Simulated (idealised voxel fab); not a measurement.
Title: Process Module voxel double patterning
215 nm wide, 5 nm square cells: that's cross-section cut.
Cross-section spec: square-cell grid; bands listed top down; each band is one or more rows. What a band's entry tells you: where the top is and where the bottom is, as heights in nm, and after that what lies inside, material by material from left to right, each with its width in nm. Empty space is written as the word "air", and a single material marked with the word "everywhere" occupies the band from edge to edge. Heights are measured from 0, the level below which the as-received wafer is all one material; the lowest band has no bottom and continues downward, written as in "top 0, no bottom". The notation "30 to 40" denotes a width that varies across the rows of cells in the band, beginning at the first number in the top row, finishing at the second number in the bottom row, and changing by an identical amount from each row to the next. For the purposes of this document, the phrase "no modifications" attached to a step denotes that no cell within the cross-section was modified by that step. Entry "Sealed void list". Content: empty spaces with no open connection to the top, size 8 cells or greater. Each: width x height at distance. Distance: from left edge. Unit: nm. Heads up: the bit after the settings on a step's line is the simulator's remark on that step. overlay nm, on a step with a mask: how far to the right of its planned place the mask lay; to the left if negative.
## Planned step list for the process
step 1: RECEIVE: material Si
step 2: CONFORMAL_DEP: material SiO2, thk nm 10
step 3: DIRECTIONAL_DEP: material polySi, thk nm 10
step 4: DIRECTIONAL_DEP: material SiCN, thk nm 5
step 5: PATTERN: tone open, mask id FIRST, material resist, width nm 15, pitch nm 50, thk nm 15, overlay nm 0
step 6: DIRECTIONAL_ETCH: etch materials SiCN, depth nm 5
step 7: STRIP: etch materials resist
step 8: PATTERN: tone open, mask id SECOND, material resist, width nm 15, thk nm 20, overlay nm 0
step 9: DIRECTIONAL_ETCH: etch materials SiCN, depth nm 5
step 10: STRIP: etch materials resist
step 11: DIRECTIONAL_ETCH: etch materials polySi, depth nm 10
step 12: STRIP: etch materials SiCN
## What follows covers the first of two wafers; it ran as planned
## Wafer at receipt (post step 1), cross-section
- top 0, no bottom: Si everywhere
- Sealed void list: none
## Cross-section through the wafer, step 2 finished
- top 10, bottom 0: SiO2 everywhere
- Beneath the level 0, the cross-section is identical to its previous state.
## Cross-section through the wafer, step 3 finished
- top 20, bottom 10: polySi everywhere
- Beneath the level 10, the cross-section is identical to its previous state.
## Cross-section through the wafer, step 4 finished
- top 25, bottom 20: SiCN everywhere
- Beneath the level 20, the cross-section is identical to its previous state.
## Cross-section through the wafer, step 5 finished
- top 40, bottom 25: resist (75), air (15), resist (35), air (15), resist (75)
- Beneath the level 25, the cross-section is identical to its previous state.
## Cross-section through the wafer, step 6 finished
- top 40, bottom 25: resist (75), air (15), resist (35), air (15), resist (75)
- top 25, bottom 20: SiCN (75), air (15), SiCN (35), air (15), SiCN (75)
- Beneath the level 20, the cross-section is identical to its previous state.
## Cross-section through the wafer, step 7 finished
- top 25, bottom 20: SiCN (75), air (15), SiCN (35), air (15), SiCN (75)
- Beneath the level 20, the cross-section is identical to its previous state.
## Cross-section through the wafer, step 8 finished
- top 45, bottom 25: resist (100), air (15), resist (100)
- top 25, bottom 20: SiCN (75), resist (15), SiCN (35), resist (15), SiCN (75)
- Beneath the level 20, the cross-section is identical to its previous state.
## Cross-section through the wafer, step 9 finished
- top 45, bottom 25: resist (100), air (15), resist (100)
- top 25, bottom 20: SiCN (75), resist (15), SiCN (10), air (15), SiCN (10), resist (15), SiCN (75)
- Beneath the level 20, the cross-section is identical to its previous state.
## Cross-section through the wafer, step 10 finished
- top 25, bottom 20: SiCN (75), air (15), SiCN (10), air (15), SiCN (10), air (15), SiCN (75)
- Beneath the level 20, the cross-section is identical to its previous state.
## Cross-section through the wafer, step 11 finished
- top 25, bottom 20: SiCN (75), air (15), SiCN (10), air (15), SiCN (10), air (15), SiCN (75)
- top 20, bottom 10: polySi (75), air (15), polySi (10), air (15), polySi (10), air (15), polySi (75)
- Beneath the level 10, the cross-section is identical to its previous state.
## Cross-section through the wafer, step 12 finished
- top 20, bottom 10: polySi (75), air (15), polySi (10), air (15), polySi (10), air (15), polySi (75)
- Beneath the level 10, the cross-section is identical to its previous state.
## Now the other wafer: same start, same recipe, but we messed up one thing when running it. Up to and including step 1 it's the same as the first one
## Cross-section of the second wafer at the time by which step 2 should have been completed according to the plan
- top 10, bottom 0: polySi everywhere
- Beneath the level 0, the cross-section is identical to its previous state.
## Cross-section of the second wafer at the time by which step 3 should have been completed according to the plan
- top 20, bottom 10: SiO2 everywhere
- Beneath the level 10, the cross-section is identical to its previous state.
## Cross-section of the second wafer at the time by which step 4 should have been completed according to the plan
- top 25, bottom 20: SiCN everywhere
- Beneath the level 20, the cross-section is identical to its previous state.
## Cross-section of the second wafer at the time by which step 5 should have been completed according to the plan
- top 40, bottom 25: resist (75), air (15), resist (35), air (15), resist (75)
- Beneath the level 25, the cross-section is identical to its previous state.
## Cross-section of the second wafer at the time by which step 6 should have been completed according to the plan
- top 40, bottom 25: resist (75), air (15), resist (35), air (15), resist (75)
- top 25, bottom 20: SiCN (75), air (15), SiCN (35), air (15), SiCN (75)
- Beneath the level 20, the cross-section is identical to its previous state.
## Cross-section of the second wafer at the time by which step 7 should have been completed according to the plan
- top 25, bottom 20: SiCN (75), air (15), SiCN (35), air (15), SiCN (75)
- Beneath the level 20, the cross-section is identical to its previous state.
## Cross-section of the second wafer at the time by which step 8 should have been completed according to the plan
- top 45, bottom 25: resist (100), air (15), resist (100)
- top 25, bottom 20: SiCN (75), resist (15), SiCN (35), resist (15), SiCN (75)
- Beneath the level 20, the cross-section is identical to its previous state.
## Cross-section of the second wafer at the time by which step 9 should have been completed according to the plan
- top 45, bottom 25: resist (100), air (15), resist (100)
- top 25, bottom 20: SiCN (75), resist (15), SiCN (10), air (15), SiCN (10), resist (15), SiCN (75)
- Beneath the level 20, the cross-section is identical to its previous state.
## Cross-section of the second wafer at the time by which step 10 should have been completed according to the plan
- top 25, bottom 20: SiCN (75), air (15), SiCN (10), air (15), SiCN (10), air (15), SiCN (75)
- Beneath the level 20, the cross-section is identical to its previous state.
Cross-section of the second wafer at the time by which step 11 should have been completed according to the plan: no modifications
## Cross-section of the second wafer at the time by which step 12 should have been completed according to the plan
- top 20, bottom 10: SiO2 everywhere
- Beneath the level 10, the cross-section is identical to its previous state.
What was the processing mistake? plan vs actual: 2 and 3 interchanged
Final difference in cells, second wafer against first, listed per material as more or fewer: +18 polySi
